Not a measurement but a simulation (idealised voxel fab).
Process module in this document: voxel ribs on slabs
200 nm wide, 5 nm square cells: that's cross-section cut.
Cross-section, as written here: a square-cell grid given band by band from the top down, where a band holds one or more rows of cells.
Quick guide to a band line: top height, bottom height (nm) up front; then every material left to right with its width in nm. Only one material and it's marked "everywhere"? Then it fills the band edge to edge. And "air" just means empty space.
Beneath 0, the wafer as received is one material, and that level is where height counting begins. The lowest band goes on downward without a bottom; it is written like "0 and below".
The notation "30 to 40" denotes a width that varies across the rows of cells in the band, beginning at the first number in the top row, finishing at the second number in the bottom row, and changing by an identical amount from each row to the next.
"no change occurred" after a step means that no cell of the cross-section changed.
Enclosed voids (no open way to top), threshold 8 cells or more, entry "Closed internal cavities", notation width x height at distance, distance from left edge, nm.
Post-settings text on a step line: simulator's own remark regarding the step.
Regarding "overlay nm": on a step with a mask, it is the distance the mask lay to the right of its planned place; a negative value places it to the left.

PROCESS STEPS - PLAN
1) RECEIVE | material Si
2) DIRECTIONAL_DEP | material SiO2 | thk nm 30
3) DIRECTIONAL_DEP | material SiN | thk nm 20
4) MASKED_ETCH | tone cover | mask id RIB | width nm 20 | etch materials SiN | depth nm 5 | overlay nm 0
5) PATTERN | tone cover | mask id SLAB | material resist | width nm 80 | thk nm 20 | overlay nm 0
6) DIRECTIONAL_ETCH | etch materials SiN | depth nm 20
7) STRIP | etch materials resist
8) FILL_DEP | material SiO2 | thk nm 15
9) CMP | height nm 65
10) DIRECTIONAL_DEP | material TiN | thk nm 10
11) MASKED_ETCH | tone cover | mask id HEATER | width nm 30 | etch materials TiN | depth nm 10 | overlay nm 0
12) CONFORMAL_DEP | material SiN | thk nm 10
What sets these wafers apart? The thk nm at step 3. They all start alike, and the plan carries the first wafer's value.

CROSS-SECTION, FIRST OF SEVERAL WAFERS, AS DELIVERED AFTER STEP 1
0 and below  Si everywhere
Closed internal cavities: none

THE FIRST OF SEVERAL WAFERS, SEEN IN CROSS-SECTION AFTER THE MODULE'S LAST STEP, STEP 12
85 down to 75  air 75 nm, SiN 50 nm, air 75 nm
75 down to 65  SiN 85 nm, TiN 30 nm, SiN 85 nm
65 down to 50  SiO2 everywhere
50 down to 45  SiO2 90 nm, SiN 20 nm, SiO2 90 nm
45 down to 30  SiO2 60 nm, SiN 80 nm, SiO2 60 nm
30 down to 0  SiO2 everywhere
0 and below  Si everywhere
Closed internal cavities: none

SHOWING THE LAST WAFER IN CROSS-SECTION AT THE END OF THE MODULE
85 down to 75  air 75 nm, SiN 50 nm, air 75 nm
75 down to 65  SiN 85 nm, TiN 30 nm, SiN 85 nm
65 down to 45  SiO2 60 nm, SiN 80 nm, SiO2 60 nm
45 down to 30  SiN everywhere
30 down to 0  SiO2 everywhere
0 and below  Si everywhere
Closed internal cavities: none

BELOW: A ROW PER WAFER. CONTENTS AT END OF MODULE: FOR EVERY MATERIAL, CELLS GAINED SINCE RECEIPT (+) OR LOST SINCE RECEIPT (-); THEN CLOSED VOIDS
thk nm 20, +140 SiN, +468 SiO2, +12 TiN, Closed internal cavities: none
thk nm 25, +156 SiN, +452 SiO2, +12 TiN, Closed internal cavities: none
thk nm 30, +196 SiN, +412 SiO2, +12 TiN, Closed internal cavities: none
thk nm 35, +236 SiN, +372 SiO2, +12 TiN, Closed internal cavities: none
thk nm 40, +272 SiN, +336 SiO2, +12 TiN, Closed internal cavities: none
